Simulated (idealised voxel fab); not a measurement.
Process module in this document: voxel fin reveal
Section shown: cut. Width: 275 nm. Cell size: 5 nm, square.
Think of the cross-section as a grid of square cells. We describe it in bands, top to bottom, and each band covers one or more rows of those cells. For a band, the entry starts with two heights in nm, that of the top and then that of the bottom, and carries on with the band's materials in order from left to right, each alongside its width in nm; the word "everywhere" beside a single material means it fills the band edge to edge, and "air" means empty space. Heights are reckoned from 0. Under this level, the received wafer is all of one material. The bottommost band is open-ended downward, for example "from 0 down". Think of "30..40" as a width that walks from the first number to the second as you go down the band, top row to bottom row, taking equal-sized steps from row to row. The designation "nothing changed", where it is given for a processing step, indicates that no cell of the cross-section was altered in the course of that step. The label "Completely enclosed voids" introduces a list of the empty spaces, 8 cells or larger, that have no open way up to the top; each entry in it reads width x height at distance, where the distance is taken from the left edge and all three are stated in nm. If you see something after the settings on a step's line, that's the simulator's own remark about that step. overlay nm: mask right of planned place by this much (step with mask). Neg. = left.
[These are the steps we planned for the process]
1) RECEIVE: material Si
2) CONFORMAL_DEP: material SiN, thk nm 10
3) MASKED_ETCH: tone cover, mask id FINS, width nm 15, pitch nm 45, etch materials SiN, depth nm 10, overlay nm 0
4) MASKED_ETCH: tone cover, mask id FINS, width nm 15, pitch nm 45, etch materials Si, depth nm 35, overlay nm 0
5) OXIDIZE: depth nm 5
6) FILL_DEP: material SiO2, thk nm 15
7) CMP: height nm 10
8) SELECTIVE_ETCH: etch materials SiO2, depth nm 20
9) STRIP: etch materials SiN
[Wafer cross-section on receipt, i.e. after step 1]
> from 0 down  Si everywhere
> Completely enclosed voids: none
[Figure: cross-sectional view of the wafer upon completion of the module, processed from the initial state and according to the plan depicted above, with one error introduced during execution]
> from 0 to -10  65 of air  5 of Si  40 of air  5 of Si  40 of air  5 of Si  40 of air  5 of Si  70 of air
> from -10 to -20  40 of SiO2  25 of air  5 of Si  40 of air  5 of Si  40 of air  5 of Si  40 of air  5 of Si  25 of air  45 of SiO2
> from -20 to -40  65 of SiO2  5 of Si  40 of SiO2  5 of Si  40 of SiO2  5 of Si  40 of SiO2  5 of Si  70 of SiO2
> from -40 down  Si everywhere
> Completely enclosed voids: none
Short version of what went wrong: contrary to the plan, steps 8 and 9 were processed in exchanged order
